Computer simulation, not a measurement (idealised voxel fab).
Name of the process module below: voxel transistor to metal
It is cross-section cut that appears here, measuring 145 nm in width, its square cells being 5 nm in size.
Square cells in a grid make up a cross-section in this document, and the grid is given as bands, listed from the top down, each one or more rows of cells. Heads up on the band format: heights come first, top then bottom, in nm. After that it's the materials left to right, each with its width in nm. A single material flagged "everywhere" fills the whole band edge to edge, and "empty" means there's empty space there. Counting heights begins at 0, where everything beneath is, in the wafer as received, one material. The lowest band has no bottom; it goes on downwards, as "0 -> down" shows. Width: "30..40" (first number = top row, second number = bottom row, same change from row to row of cells). Where a step carries "no alterations made", the cross-section came out of it unchanged, cell for cell. In the "Closed internal cavities" entry, you get each enclosed empty space of 8 cells or more, one with no open way to the top, written width x height at distance, distance from the left edge, in nm. Heads up: the bit after the settings on a step's line is the simulator's remark on that step. Each step line may optionally specify "overlay nm", which for a step with a mask gives the rightward distance between the mask's planned place and where it lay, a negative value indicating the leftward direction. Read the rest as pairs. Take the cross-section before one process step, then the cross-section after it, which shows only down to the lowest band that changed. Under the pair, find the step between them and its settings. Bear in mind that pairs may come from different runs of this module on the same starting wafer: link a pair to the pair above it only where its entry headed "Prior to step" says to.
# Prior to step
30 -> 15 | SiO2: 55 / SiN: 5 / empty: 25 / SiN: 5 / SiO2: 55
15 -> 5 | SiO2: 35 / SiGe: 20 / SiN: 5 / empty: 25 / SiN: 5 / SiGe: 20 / SiO2: 35
5 -> 0 | SiO2: 20 / SiN: 5 / SiO2: 10 / SiGe: 20 / SiN: 5 / empty: 25 / SiN: 5 / SiGe: 20 / SiO2: 15 / SiN: 5 / SiO2: 15
0 -> -5 | SiO2: 25 / SiGe: 30 / SiO2: 35 / SiGe: 35 / SiO2: 20
-5 -> -20 | SiO2: 30 / SiGe: 25 / Si: 35 / SiGe: 30 / SiO2: 25
-20 -> -40 | SiO2: 30 / Si: 90 / SiO2: 25
-40 -> down | Si everywhere
Closed internal cavities: none
# Step Outcome
30 -> 25 | empty: 55 / SiN: 5 / empty: 25 / SiN: 5 / empty: 55
25 -> 15 | SiO2: 55 / SiN: 5 / empty: 25 / SiN: 5 / SiO2: 55
15 -> 5 | SiO2: 35 / SiGe: 20 / SiN: 5 / empty: 25 / SiN: 5 / SiGe: 20 / SiO2: 35
5 -> 0 | SiO2: 20 / SiN: 5 / SiO2: 10 / SiGe: 20 / SiN: 5 / empty: 25 / SiN: 5 / SiGe: 20 / SiO2: 15 / SiN: 5 / SiO2: 15
0 -> -5 | SiO2: 25 / SiGe: 30 / empty: 35 / SiGe: 35 / SiO2: 20
Anything lower than -5 is untouched.
Closed internal cavities: none
Between the cross-sections above, the step performed was SELECTIVE_ETCH | etch materials SiO2 | depth nm 5
Prior to step: The cross-section prior to this step is the one presented after the step of the pair immediately above.
# Step Outcome
35 -> 30 | empty: 50 / HfO2: 15 / empty: 15 / HfO2: 15 / empty: 50
30 -> 25 | HfO2: 55 / SiN: 5 / HfO2: 5 / empty: 15 / HfO2: 5 / SiN: 5 / HfO2: 55
25 -> 15 | SiO2: 55 / SiN: 5 / HfO2: 5 / empty: 15 / HfO2: 5 / SiN: 5 / SiO2: 55
15 -> 5 | SiO2: 35 / SiGe: 20 / SiN: 5 / HfO2: 5 / empty: 15 / HfO2: 5 / SiN: 5 / SiGe: 20 / SiO2: 35
5 -> 0 | SiO2: 20 / SiN: 5 / SiO2: 10 / SiGe: 20 / SiN: 5 / HfO2: 5 / empty: 15 / HfO2: 5 / SiN: 5 / SiGe: 20 / SiO2: 15 / SiN: 5 / SiO2: 15
0 -> -5 | SiO2: 25 / SiGe: 30 / HfO2: 35 / SiGe: 35 / SiO2: 20
Anything lower than -5 is untouched.
Closed internal cavities: none
Between the cross-sections above, the step performed was CONFORMAL_DEP | material HfO2 | thk nm 5
Prior to step: The cross-section prior to this step is the one presented after the step of the pair immediately above.
# Step Outcome
40 -> 35 | empty: 45 / TiN: 25 / empty: 5 / TiN: 25 / empty: 45
35 -> 30 | TiN: 50 / HfO2: 15 / TiN: 5 / empty: 5 / TiN: 5 / HfO2: 15 / TiN: 50
30 -> 25 | HfO2: 55 / SiN: 5 / HfO2: 5 / TiN: 5 / empty: 5 / TiN: 5 / HfO2: 5 / SiN: 5 / HfO2: 55
25 -> 15 | SiO2: 55 / SiN: 5 / HfO2: 5 / TiN: 5 / empty: 5 / TiN: 5 / HfO2: 5 / SiN: 5 / SiO2: 55
15 -> 5 | SiO2: 35 / SiGe: 20 / SiN: 5 / HfO2: 5 / TiN: 5 / empty: 5 / TiN: 5 / HfO2: 5 / SiN: 5 / SiGe: 20 / SiO2: 35
5 -> 0 | SiO2: 20 / SiN: 5 / SiO2: 10 / SiGe: 20 / SiN: 5 / HfO2: 5 / TiN: 15 / HfO2: 5 / SiN: 5 / SiGe: 20 / SiO2: 15 / SiN: 5 / SiO2: 15
Anything lower than 0 is untouched.
Closed internal cavities: none
Between the cross-sections above, the step performed was CONFORMAL_DEP | material TiN | thk nm 5
Prior to step: The cross-section prior to this step is the one presented after the step of the pair immediately above.
# Step Outcome
50 -> 40 | W everywhere
40 -> 35 | W: 45 / TiN: 25 / W: 5 / TiN: 25 / W: 45
35 -> 30 | TiN: 50 / HfO2: 15 / TiN: 5 / W: 5 / TiN: 5 / HfO2: 15 / TiN: 50
30 -> 25 | HfO2: 55 / SiN: 5 / HfO2: 5 / TiN: 5 / W: 5 / TiN: 5 / HfO2: 5 / SiN: 5 / HfO2: 55
25 -> 15 | SiO2: 55 / SiN: 5 / HfO2: 5 / TiN: 5 / W: 5 / TiN: 5 / HfO2: 5 / SiN: 5 / SiO2: 55
15 -> 5 | SiO2: 35 / SiGe: 20 / SiN: 5 / HfO2: 5 / TiN: 5 / W: 5 / TiN: 5 / HfO2: 5 / SiN: 5 / SiGe: 20 / SiO2: 35
Anything lower than 5 is untouched.
Closed internal cavities: none
Between the cross-sections above, the step performed was FILL_DEP | material W | thk nm 10
Prior to step: The cross-section prior to this step is the one presented after the step of the pair immediately above.
# Step Outcome
25 -> 15 | SiO2: 55 / SiN: 5 / HfO2: 5 / TiN: 5 / W: 5 / TiN: 5 / HfO2: 5 / SiN: 5 / SiO2: 55
Anything lower than 15 is untouched.
Closed internal cavities: none
Between the cross-sections above, the step performed was CMP | height nm 25
Prior to step: The cross-section prior to this step is the one presented after the step of the pair immediately above.
# Step Outcome
35 -> 25 | SiO2 everywhere
Anything lower than 25 is untouched.
Closed internal cavities: none
Between the cross-sections above, the step performed was DIRECTIONAL_DEP | material SiO2 | thk nm 10
Prior to step: The cross-section prior to this step is the one presented after the step of the pair immediately above.
# Step Outcome
35 -> 25 | SiO2: 30 / empty: 15 / SiO2: 55 / empty: 15 / SiO2: 30
25 -> 15 | SiO2: 30 / empty: 15 / SiO2: 10 / SiN: 5 / HfO2: 5 / TiN: 5 / W: 5 / TiN: 5 / HfO2: 5 / SiN: 5 / SiO2: 10 / empty: 15 / SiO2: 30
15 -> 5 | SiO2: 30 / empty: 5 / SiGe: 20 / SiN: 5 / HfO2: 5 / TiN: 5 / W: 5 / TiN: 5 / HfO2: 5 / SiN: 5 / SiGe: 20 / empty: 5 / SiO2: 30
5 -> 0 | SiO2: 20 / SiN: 5 / SiO2: 5 / empty: 5 / SiGe: 20 / SiN: 5 / HfO2: 5 / TiN: 15 / HfO2: 5 / SiN: 5 / SiGe: 20 / empty: 5 / SiO2: 10 / SiN: 5 / SiO2: 15
Anything lower than 0 is untouched.
Closed internal cavities: none
Between the cross-sections above, the step performed was MASKED_ETCH | tone open | mask id CONTACT | width nm 15 | pitch nm 70 | etch materials SiO2 | depth nm 35 | overlay nm 0
Prior to step: The cross-section prior to this step is the one presented after the step of the pair immediately above.
# Step Outcome
40 -> 35 | TiN: 35 / empty: 5 / TiN: 65 / empty: 5 / TiN: 35
35 -> 25 | SiO2: 30 / TiN: 5 / empty: 5 / TiN: 5 / SiO2: 55 / TiN: 5 / empty: 5 / TiN: 5 / SiO2: 30
25 -> 20 | SiO2: 30 / TiN: 5 / empty: 5 / TiN: 5 / SiO2: 10 / SiN: 5 / HfO2: 5 / TiN: 5 / W: 5 / TiN: 5 / HfO2: 5 / SiN: 5 / SiO2: 10 / TiN: 5 / empty: 5 / TiN: 5 / SiO2: 30
20 -> 15 | SiO2: 30 / TiN: 15 / SiO2: 10 / SiN: 5 / HfO2: 5 / TiN: 5 / W: 5 / TiN: 5 / HfO2: 5 / SiN: 5 / SiO2: 10 / TiN: 15 / SiO2: 30
15 -> 5 | SiO2: 30 / TiN: 5 / SiGe: 20 / SiN: 5 / HfO2: 5 / TiN: 5 / W: 5 / TiN: 5 / HfO2: 5 / SiN: 5 / SiGe: 20 / TiN: 5 / SiO2: 30
5 -> 0 | SiO2: 20 / SiN: 5 / SiO2: 5 / TiN: 5 / SiGe: 20 / SiN: 5 / HfO2: 5 / TiN: 15 / HfO2: 5 / SiN: 5 / SiGe: 20 / TiN: 5 / SiO2: 10 / SiN: 5 / SiO2: 15
Anything lower than 0 is untouched.
Closed internal cavities: none
Between the cross-sections above, the step performed was CONFORMAL_DEP | material TiN | thk nm 5
Prior to step: The cross-section prior to this step is the one presented after the step of the pair immediately above.
# Step Outcome
50 -> 40 | Ru everywhere
40 -> 35 | TiN: 35 / Ru: 5 / TiN: 65 / Ru: 5 / TiN: 35
35 -> 25 | SiO2: 30 / TiN: 5 / Ru: 5 / TiN: 5 / SiO2: 55 / TiN: 5 / Ru: 5 / TiN: 5 / SiO2: 30
25 -> 20 | SiO2: 30 / TiN: 5 / Ru: 5 / TiN: 5 / SiO2: 10 / SiN: 5 / HfO2: 5 / TiN: 5 / W: 5 / TiN: 5 / HfO2: 5 / SiN: 5 / SiO2: 10 / TiN: 5 / Ru: 5 / TiN: 5 / SiO2: 30
Anything lower than 20 is untouched.
Closed internal cavities: none
Between the cross-sections above, the step performed was FILL_DEP | material Ru | thk nm 10
Prior to step: The cross-section prior to this step is the one presented after the step of the pair immediately above.
# Step Outcome
35 -> 25 | SiO2: 30 / TiN: 5 / Ru: 5 / TiN: 5 / SiO2: 55 / TiN: 5 / Ru: 5 / TiN: 5 / SiO2: 30
Anything lower than 25 is untouched.
Closed internal cavities: none
Between the cross-sections above, the step performed was CMP | height nm 35
Prior to step: The cross-section prior to this step is the one presented after the step of the pair immediately above.
# Step Outcome
40 -> 35 | SiCN everywhere
Anything lower than 35 is untouched.
Closed internal cavities: none
Between the cross-sections above, the step performed was CONFORMAL_DEP | material SiCN | thk nm 5
Prior to step: The cross-section prior to this step is the one presented after the step of the pair immediately above.
# Step Outcome
60 -> 40 | SiO2 everywhere
Anything lower than 40 is untouched.
Closed internal cavities: none
Between the cross-sections above, the step performed was DIRECTIONAL_DEP | material SiO2 | thk nm 20
Prior to step: The cross-section prior to this step is the one presented after the step of the pair immediately above.
# Step Outcome
60 -> 40 | SiO2: 30 / empty: 15 / SiO2: 55 / empty: 15 / SiO2: 30
Anything lower than 40 is untouched.
Closed internal cavities: none
Between the cross-sections above, the step performed was MASKED_ETCH | tone open | mask id METAL_1 | width nm 15 | pitch nm 70 | etch materials SiO2 | depth nm 20 | overlay nm 0
Prior to step: The cross-section prior to this step is the one presented after the step of the pair immediately above.
# Step Outcome
60 -> 40 | SiO2: 30 / empty: 15 / SiO2: 55 / empty: 15 / SiO2: 30
40 -> 35 | SiCN: 30 / empty: 15 / SiCN: 55 / empty: 15 / SiCN: 30
Anything lower than 35 is untouched.
Closed internal cavities: none
Between the cross-sections above, the step performed was MASKED_ETCH | tone open | mask id METAL_1 | width nm 15 | pitch nm 70 | etch materials SiCN | depth nm 5 | overlay nm 0
Prior to step: The cross-section prior to this step is the one presented after the step of the pair immediately above.
# Step Outcome
65 -> 60 | TiN: 35 / empty: 5 / TiN: 65 / empty: 5 / TiN: 35
60 -> 40 | SiO2: 30 / TiN: 5 / empty: 5 / TiN: 5 / SiO2: 55 / TiN: 5 / empty: 5 / TiN: 5 / SiO2: 30
40 -> 35 | SiCN: 30 / TiN: 15 / SiCN: 55 / TiN: 15 / SiCN: 30
Anything lower than 35 is untouched.
Closed internal cavities: none
Between the cross-sections above, the step performed was CONFORMAL_DEP | material TiN | thk nm 5
Prior to step: The cross-section prior to this step is the one presented after the step of the pair immediately above.
# Step Outcome
70 -> 65 | W everywhere
65 -> 60 | TiN: 35 / W: 5 / TiN: 65 / W: 5 / TiN: 35
60 -> 40 | SiO2: 30 / TiN: 5 / W: 5 / TiN: 5 / SiO2: 55 / TiN: 5 / W: 5 / TiN: 5 / SiO2: 30
Anything lower than 40 is untouched.
Closed internal cavities: none
Between the cross-sections above, the step performed was FILL_DEP | material W | thk nm 5
Prior to step: The cross-section prior to this step is the one presented after the step of the pair immediately above.
# Step Outcome
60 -> 40 | SiO2: 30 / TiN: 5 / W: 5 / TiN: 5 / SiO2: 55 / TiN: 5 / W: 5 / TiN: 5 / SiO2: 30
Anything lower than 40 is untouched.
Closed internal cavities: none
Between the cross-sections above, the step performed was CMP | height nm 60
Prior to step: The cross-section prior to this step is the one presented after the step of the pair immediately above.
# Step Outcome
65 -> 60 | empty: 25 / Ru: 25 / empty: 45 / Ru: 25 / empty: 25
Anything lower than 60 is untouched.
Closed internal cavities: none
Between the cross-sections above, the step performed was EPI | material Ru | thk nm 5
Prior to step: The cross-section prior to this step is the one presented after the step of the pair immediately above.
# Step Outcome
70 -> 65 | SiCN everywhere
65 -> 60 | SiCN: 25 / Ru: 25 / SiCN: 45 / Ru: 25 / SiCN: 25
Anything lower than 60 is untouched.
Closed internal cavities: none
Between the cross-sections above, the step performed was FILL_DEP | material SiCN | thk nm 5
# Prior to step
60 -> 40 | SiO2 everywhere
40 -> 35 | SiCN everywhere
35 -> 25 | SiO2: 30 / TiN: 5 / Ru: 5 / TiN: 5 / SiO2: 55 / TiN: 5 / Ru: 5 / TiN: 5 / SiO2: 30
25 -> 20 | SiO2: 30 / TiN: 5 / Ru: 5 / TiN: 5 / SiO2: 10 / SiN: 5 / HfO2: 5 / TiN: 5 / W: 5 / TiN: 5 / HfO2: 5 / SiN: 5 / SiO2: 10 / TiN: 5 / Ru: 5 / TiN: 5 / SiO2: 30
20 -> 15 | SiO2: 30 / TiN: 15 / SiO2: 10 / SiN: 5 / HfO2: 5 / TiN: 5 / W: 5 / TiN: 5 / HfO2: 5 / SiN: 5 / SiO2: 10 / TiN: 15 / SiO2: 30
15 -> 5 | SiO2: 30 / TiN: 5 / SiGe: 20 / SiN: 5 / HfO2: 5 / TiN: 5 / W: 5 / TiN: 5 / HfO2: 5 / SiN: 5 / SiGe: 20 / TiN: 5 / SiO2: 30
5 -> 0 | SiO2: 20 / SiN: 5 / SiO2: 5 / TiN: 5 / SiGe: 20 / SiN: 5 / HfO2: 5 / TiN: 15 / HfO2: 5 / SiN: 5 / SiGe: 20 / TiN: 5 / SiO2: 5 / SiN: 5 / SiO2: 20
0 -> -5 | SiO2: 25 / SiGe: 30 / HfO2: 35 / SiGe: 30 / SiO2: 25
-5 -> -20 | SiO2: 30 / SiGe: 25 / Si: 35 / SiGe: 25 / SiO2: 30
-20 -> -40 | SiO2: 30 / Si: 85 / SiO2: 30
-40 -> down | Si everywhere
Closed internal cavities: none
# Step Outcome
60 -> 40 | SiO2: 35 / empty: 15 / SiO2: 55 / empty: 15 / SiO2: 25
Anything lower than 40 is untouched.
Closed internal cavities: none
Between the cross-sections above, the step performed was MASKED_ETCH | tone open | mask id METAL_1 | width nm 15 | pitch nm 70 | etch materials SiO2 | depth nm 20 | overlay nm 5
Prior to step: The cross-section prior to this step is the one presented after the step of the pair immediately above.
# Step Outcome
60 -> 40 | SiO2: 35 / empty: 15 / SiO2: 55 / empty: 15 / SiO2: 25
40 -> 35 | SiCN: 35 / empty: 10 / SiCN: 60 / empty: 10 / SiCN: 30
Anything lower than 35 is untouched.
Closed internal cavities: none
Between the cross-sections above, the step performed was MASKED_ETCH | tone open | mask id METAL_1 | width nm 15 | pitch nm 70 | etch materials SiCN | depth nm 5 | overlay nm 0
Prior to step: The cross-section prior to this step is the one presented after the step of the pair immediately above.
# Step Outcome
65 -> 60 | TiN: 40 / empty: 5 / TiN: 65 / empty: 5 / TiN: 30
60 -> 45 | SiO2: 35 / TiN: 5 / empty: 5 / TiN: 5 / SiO2: 55 / TiN: 5 / empty: 5 / TiN: 5 / SiO2: 25
45 -> 40 | SiO2: 35 / TiN: 15 / SiO2: 55 / TiN: 15 / SiO2: 25
40 -> 35 | SiCN: 35 / TiN: 10 / SiCN: 60 / TiN: 10 / SiCN: 30
Anything lower than 35 is untouched.
Closed internal cavities: none
Between the cross-sections above, the step performed was CONFORMAL_DEP | material TiN | thk nm 5
Prior to step: The cross-section prior to this step is the one presented after the step of the pair immediately above.
# Step Outcome
70 -> 65 | W everywhere
65 -> 60 | TiN: 40 / W: 5 / TiN: 65 / W: 5 / TiN: 30
60 -> 45 | SiO2: 35 / TiN: 5 / W: 5 / TiN: 5 / SiO2: 55 / TiN: 5 / W: 5 / TiN: 5 / SiO2: 25
Anything lower than 45 is untouched.
Closed internal cavities: none
Between the cross-sections above, the step performed was FILL_DEP | material W | thk nm 5
Prior to step: The cross-section prior to this step is the one presented after the step of the pair immediately above.
# Step Outcome
60 -> 45 | SiO2: 35 / TiN: 5 / W: 5 / TiN: 5 / SiO2: 55 / TiN: 5 / W: 5 / TiN: 5 / SiO2: 25
Anything lower than 45 is untouched.
Closed internal cavities: none
Between the cross-sections above, the step performed was CMP | height nm 60
Prior to step: The cross-section prior to this step is the one presented after the step of the pair immediately above.
# Step Outcome
65 -> 60 | empty: 30 / Ru: 25 / empty: 45 / Ru: 25 / empty: 20
Anything lower than 60 is untouched.
Closed internal cavities: none
Between the cross-sections above, the step performed was EPI | material Ru | thk nm 5
Prior to step: The cross-section prior to this step is the one presented after the step of the pair immediately above.
# Step Outcome
70 -> 65 | SiCN everywhere
65 -> 60 | SiCN: 30 / Ru: 25 / SiCN: 45 / Ru: 25 / SiCN: 20
Anything lower than 60 is untouched.
Closed internal cavities: none
Between the cross-sections above, the step performed was FILL_DEP | material SiCN | thk nm 5
# Prior to step
60 -> 40 | SiO2: 30 / empty: 15 / SiO2: 55 / empty: 15 / SiO2: 30
40 -> 35 | SiCN: 30 / empty: 15 / SiCN: 55 / empty: 15 / SiCN: 30
35 -> 25 | SiO2: 30 / TiN: 5 / Ru: 5 / TiN: 5 / SiO2: 55 / TiN: 5 / Ru: 5 / TiN: 5 / SiO2: 30
25 -> 20 | SiO2: 30 / TiN: 5 / Ru: 5 / TiN: 5 / SiO2: 10 / SiN: 5 / HfO2: 5 / TiN: 5 / W: 5 / TiN: 5 / HfO2: 5 / SiN: 5 / SiO2: 10 / TiN: 5 / Ru: 5 / TiN: 5 / SiO2: 30
20 -> 15 | SiO2: 30 / TiN: 15 / SiO2: 10 / SiN: 5 / HfO2: 5 / TiN: 5 / W: 5 / TiN: 5 / HfO2: 5 / SiN: 5 / SiO2: 10 / TiN: 15 / SiO2: 30
15 -> 5 | SiO2: 30 / TiN: 5 / SiGe: 20 / SiN: 5 / HfO2: 5 / TiN: 5 / W: 5 / TiN: 5 / HfO2: 5 / SiN: 5 / SiGe: 20 / TiN: 5 / SiO2: 30
5 -> 0 | SiO2: 20 / SiN: 5 / SiO2: 5 / TiN: 5 / SiGe: 20 / SiN: 5 / HfO2: 5 / TiN: 15 / HfO2: 5 / SiN: 5 / SiGe: 20 / TiN: 5 / SiO2: 5 / SiN: 5 / SiO2: 20
0 -> -5 | SiO2: 25 / SiGe: 30 / HfO2: 35 / SiGe: 30 / SiO2: 25
-5 -> -20 | SiO2: 30 / SiGe: 25 / Si: 35 / SiGe: 25 / SiO2: 30
-20 -> -40 | SiO2: 30 / Si: 85 / SiO2: 30
-40 -> down | Si everywhere
Closed internal cavities: none
# Step Outcome
65 -> 60 | SiN: 35 / empty: 5 / SiN: 65 / empty: 5 / SiN: 35
60 -> 40 | SiO2: 30 / SiN: 5 / empty: 5 / SiN: 5 / SiO2: 55 / SiN: 5 / empty: 5 / SiN: 5 / SiO2: 30
40 -> 35 | SiCN: 30 / SiN: 15 / SiCN: 55 / SiN: 15 / SiCN: 30
Anything lower than 35 is untouched.
Closed internal cavities: none
Between the cross-sections above, the step performed was CONFORMAL_DEP | material SiN | thk nm 5
Prior to step: The cross-section prior to this step is the one presented after the step of the pair immediately above.
# Step Outcome
70 -> 65 | W everywhere
65 -> 60 | SiN: 35 / W: 5 / SiN: 65 / W: 5 / SiN: 35
60 -> 40 | SiO2: 30 / SiN: 5 / W: 5 / SiN: 5 / SiO2: 55 / SiN: 5 / W: 5 / SiN: 5 / SiO2: 30
Anything lower than 40 is untouched.
Closed internal cavities: none
Between the cross-sections above, the step performed was FILL_DEP | material W | thk nm 5
Prior to step: The cross-section prior to this step is the one presented after the step of the pair immediately above.
# Step Outcome
60 -> 40 | SiO2: 30 / SiN: 5 / W: 5 / SiN: 5 / SiO2: 55 / SiN: 5 / W: 5 / SiN: 5 / SiO2: 30
Anything lower than 40 is untouched.
Closed internal cavities: none
Between the cross-sections above, the step performed was CMP | height nm 60
Prior to step: The cross-section prior to this step is the one presented after the step of the pair immediately above.
# Step Outcome
65 -> 60 | empty: 30 / Ru: 15 / empty: 55 / Ru: 15 / empty: 30
Anything lower than 60 is untouched.
Closed internal cavities: none
Between the cross-sections above, the step performed was EPI | material Ru | thk nm 5
Prior to step: The cross-section prior to this step is the one presented after the step of the pair immediately above.
# Step Outcome
70 -> 65 | SiCN everywhere
65 -> 60 | SiCN: 30 / Ru: 15 / SiCN: 55 / Ru: 15 / SiCN: 30
Anything lower than 60 is untouched.
Closed internal cavities: none
Between the cross-sections above, the step performed was FILL_DEP | material SiCN | thk nm 5
# Prior to step
60 -> 55 | aC: 20 / empty: 105 / aC: 20
55 -> 45 | aC everywhere
45 -> 40 | SiCN: 20 / aC: 105 / SiCN: 20
40 -> 35 | SiCN everywhere
35 -> 30 | polySi: 20 / SiCN: 105 / polySi: 20
30 -> 5 | polySi everywhere
5 -> 0 | SiO2: 20 / polySi: 105 / SiO2: 20
0 -> -5 | SiO2 everywhere
-5 -> -40 | SiO2: 30 / Si: 85 / SiO2: 30
-40 -> down | Si everywhere
Closed internal cavities: none
# Step Outcome
95 -> 60 | resist: 60 / empty: 25 / resist: 60
60 -> 55 | aC: 20 / resist: 40 / empty: 25 / resist: 40 / aC: 20
Anything lower than 55 is untouched.
Closed internal cavities: none
Between the cross-sections above, the step performed was PATTERN | tone open | mask id GATE | material resist | width nm 25 | thk nm 35 | overlay nm 0
Prior to step: The cross-section prior to this step is the one presented after the step of the pair immediately above.
# Step Outcome
80 -> 60 | resist: 60 / empty: 25 / resist: 60
60 -> 55 | aC: 20 / resist: 40 / empty: 25 / resist: 40 / aC: 20
55 -> 45 | aC: 60 / empty: 25 / aC: 60
45 -> 40 | SiCN: 20 / aC: 40 / empty: 25 / aC: 40 / SiCN: 20
Anything lower than 40 is untouched.
Closed internal cavities: none
Between the cross-sections above, the step performed was DIRECTIONAL_ETCH | etch materials aC | depth nm 15
Prior to step: The cross-section prior to this step is the one presented after the step of the pair immediately above.
# Step Outcome
60 -> 55 | aC: 20 / empty: 105 / aC: 20
Anything lower than 55 is untouched.
Closed internal cavities: none
Between the cross-sections above, the step performed was STRIP | etch materials resist
Prior to step: The cross-section prior to this step is the one presented after the step of the pair immediately above.
# Step Outcome
60 -> 55 | aC: 20 / empty: 105 / aC: 20
55 -> 45 | aC: 60 / empty: 25 / aC: 60
45 -> 40 | SiCN: 20 / aC: 40 / empty: 25 / aC: 40 / SiCN: 20
40 -> 35 | SiCN: 60 / empty: 25 / SiCN: 60
35 -> 30 | polySi: 20 / SiCN: 40 / empty: 25 / SiCN: 40 / polySi: 20
Anything lower than 30 is untouched.
Closed internal cavities: none
Between the cross-sections above, the step performed was DIRECTIONAL_ETCH | etch materials SiCN | depth nm 20
Prior to step: The cross-section prior to this step is the one presented after the step of the pair immediately above.
# Step Outcome
60 -> 55 | aC: 20 / empty: 105 / aC: 20
55 -> 45 | aC: 60 / empty: 25 / aC: 60
45 -> 40 | SiCN: 20 / aC: 40 / empty: 25 / aC: 40 / SiCN: 20
40 -> 35 | SiCN: 60 / empty: 25 / SiCN: 60
35 -> 30 | polySi: 20 / SiCN: 40 / empty: 25 / SiCN: 40 / polySi: 20
30 -> 5 | polySi: 60 / empty: 25 / polySi: 60
5 -> 0 | SiO2: 20 / polySi: 40 / empty: 25 / polySi: 40 / SiO2: 20
Anything lower than 0 is untouched.
Closed internal cavities: none
Between the cross-sections above, the step performed was DIRECTIONAL_ETCH | etch materials polySi | depth nm 40
Prior to step: The cross-section prior to this step is the one presented after the step of the pair immediately above.
# Step Outcome
45 -> 35 | SiCN: 20..60 / empty: 105..25 / SiCN: 20..60
Anything lower than 35 is untouched.
Closed internal cavities: none
Between the cross-sections above, the step performed was STRIP | etch materials aC
Prior to step: The cross-section prior to this step is the one presented after the step of the pair immediately above.
# Step Outcome
50 -> 45 | SiN: 25 / empty: 95 / SiN: 25
45 -> 35 | SiCN: 20..60 / SiN: 45..5 / empty: 15 / SiN: 45..5 / SiCN: 20..60
35 -> 30 | polySi: 20 / SiCN: 40 / SiN: 5 / empty: 15 / SiN: 5 / SiCN: 40 / polySi: 20
30 -> 5 | polySi: 60 / SiN: 5 / empty: 15 / SiN: 5 / polySi: 60
5 -> 0 | SiO2: 20 / polySi: 40 / SiN: 25 / polySi: 40 / SiO2: 20
Anything lower than 0 is untouched.
Closed internal cavities: none
Between the cross-sections above, the step performed was CONFORMAL_DEP | material SiN | thk nm 5
Prior to step: The cross-section prior to this step is the one presented after the step of the pair immediately above.
# Step Outcome
45 -> 35 | SiCN: 20..60 / SiN: 5 / empty: 95..15 / SiN: 5 / SiCN: 20..60
35 -> 30 | polySi: 20 / SiCN: 40 / SiN: 5 / empty: 15 / SiN: 5 / SiCN: 40 / polySi: 20
30 -> 5 | polySi: 60 / SiN: 5 / empty: 15 / SiN: 5 / polySi: 60
5 -> 0 | SiO2: 20 / polySi: 40 / SiN: 5 / empty: 15 / SiN: 5 / polySi: 40 / SiO2: 20
Anything lower than 0 is untouched.
Closed internal cavities: none
Between the cross-sections above, the step performed was DIRECTIONAL_ETCH | etch materials SiN | depth nm 5
Prior to step: The cross-section prior to this step is the one presented after the step of the pair immediately above.
# Step Outcome
45 -> 35 | SiCN: 20..60 / SiN: 5 / empty: 95..15 / SiN: 5 / SiCN: 20..60
35 -> 30 | polySi: 20 / SiCN: 40 / SiN: 5 / empty: 15 / SiN: 5 / SiCN: 40 / polySi: 20
30 -> 5 | polySi: 60 / SiN: 5 / empty: 15 / SiN: 5 / polySi: 60
5 -> 0 | SiO2: 20 / polySi: 40 / SiN: 5 / empty: 15 / SiN: 5 / polySi: 40 / SiO2: 20
0 -> -5 | SiO2: 65 / empty: 15 / SiO2: 65
Anything lower than -5 is untouched.
Closed internal cavities: none
Between the cross-sections above, the step performed was DIRECTIONAL_ETCH | etch materials SiO2 | depth nm 5
Prior to step: The cross-section prior to this step is the one presented after the step of the pair immediately above.
# Step Outcome
45 -> 35 | SiCN: 20..60 / SiN: 5 / empty: 95..15 / SiN: 5 / SiCN: 20..60
35 -> 30 | polySi: 20 / SiCN: 40 / SiN: 5 / empty: 15 / SiN: 5 / SiCN: 40 / polySi: 20
30 -> 5 | polySi: 60 / SiN: 5 / empty: 15 / SiN: 5 / polySi: 60
5 -> 0 | SiO2: 20 / polySi: 40 / SiN: 5 / empty: 15 / SiN: 5 / polySi: 40 / SiO2: 20
0 -> -5 | SiO2: 65 / empty: 15 / SiO2: 65
-5 -> -20 | SiO2: 30 / Si: 35 / empty: 15 / Si: 35 / SiO2: 30
Anything lower than -20 is untouched.
Closed internal cavities: none
Between the cross-sections above, the step performed was DIRECTIONAL_ETCH | etch materials Si | depth nm 15
Prior to step: The cross-section prior to this step is the one presented after the step of the pair immediately above.
# Step Outcome
45 -> 35 | SiCN: 20..60 / SiN: 5 / empty: 95..15 / SiN: 5 / SiCN: 20..60
35 -> 30 | polySi: 20 / SiCN: 40 / SiN: 5 / empty: 15 / SiN: 5 / SiCN: 40 / polySi: 20
30 -> 15 | polySi: 60 / SiN: 5 / empty: 15 / SiN: 5 / polySi: 60
15 -> 5 | polySi: 60 / SiN: 5 / SiGe: 15 / SiN: 5 / polySi: 60
5 -> 0 | SiO2: 20 / polySi: 40 / SiN: 5 / SiGe: 15 / SiN: 5 / polySi: 40 / SiO2: 20
0 -> -5 | SiO2: 65 / SiGe: 15 / SiO2: 65
-5 -> -20 | SiO2: 30 / Si: 35 / SiGe: 15 / Si: 35 / SiO2: 30
Anything lower than -20 is untouched.
Closed internal cavities: none
Between the cross-sections above, the step performed was EPI | material SiGe | thk nm 20
Prior to step: The cross-section prior to this step is the one presented after the step of the pair immediately above.
# Step Outcome
50 -> 45 | SiO2 everywhere
45 -> 35 | SiCN: 20..60 / SiN: 5 / SiO2: 95..15 / SiN: 5 / SiCN: 20..60
35 -> 30 | polySi: 20 / SiCN: 40 / SiN: 5 / SiO2: 15 / SiN: 5 / SiCN: 40 / polySi: 20
30 -> 15 | polySi: 60 / SiN: 5 / SiO2: 15 / SiN: 5 / polySi: 60
Anything lower than 15 is untouched.
Closed internal cavities: none
Between the cross-sections above, the step performed was FILL_DEP | material SiO2 | thk nm 5
Prior to step: The cross-section prior to this step is the one presented after the step of the pair immediately above.
# Step Outcome
30 -> 15 | polySi: 60 / SiN: 5 / SiO2: 15 / SiN: 5 / polySi: 60
Anything lower than 15 is untouched.
Closed internal cavities: none
Between the cross-sections above, the step performed was CMP | height nm 30
Prior to step: The cross-section prior to this step is the one presented after the step of the pair immediately above.
# Step Outcome
30 -> 15 | empty: 60 / SiN: 5 / SiO2: 15 / SiN: 5 / empty: 60
15 -> 5 | empty: 60 / SiN: 5 / SiGe: 15 / SiN: 5 / empty: 60
5 -> 0 | SiO2: 20 / empty: 40 / SiN: 5 / SiGe: 15 / SiN: 5 / empty: 40 / SiO2: 20
Anything lower than 0 is untouched.
Closed internal cavities: none
Between the cross-sections above, the step performed was STRIP | etch materials polySi
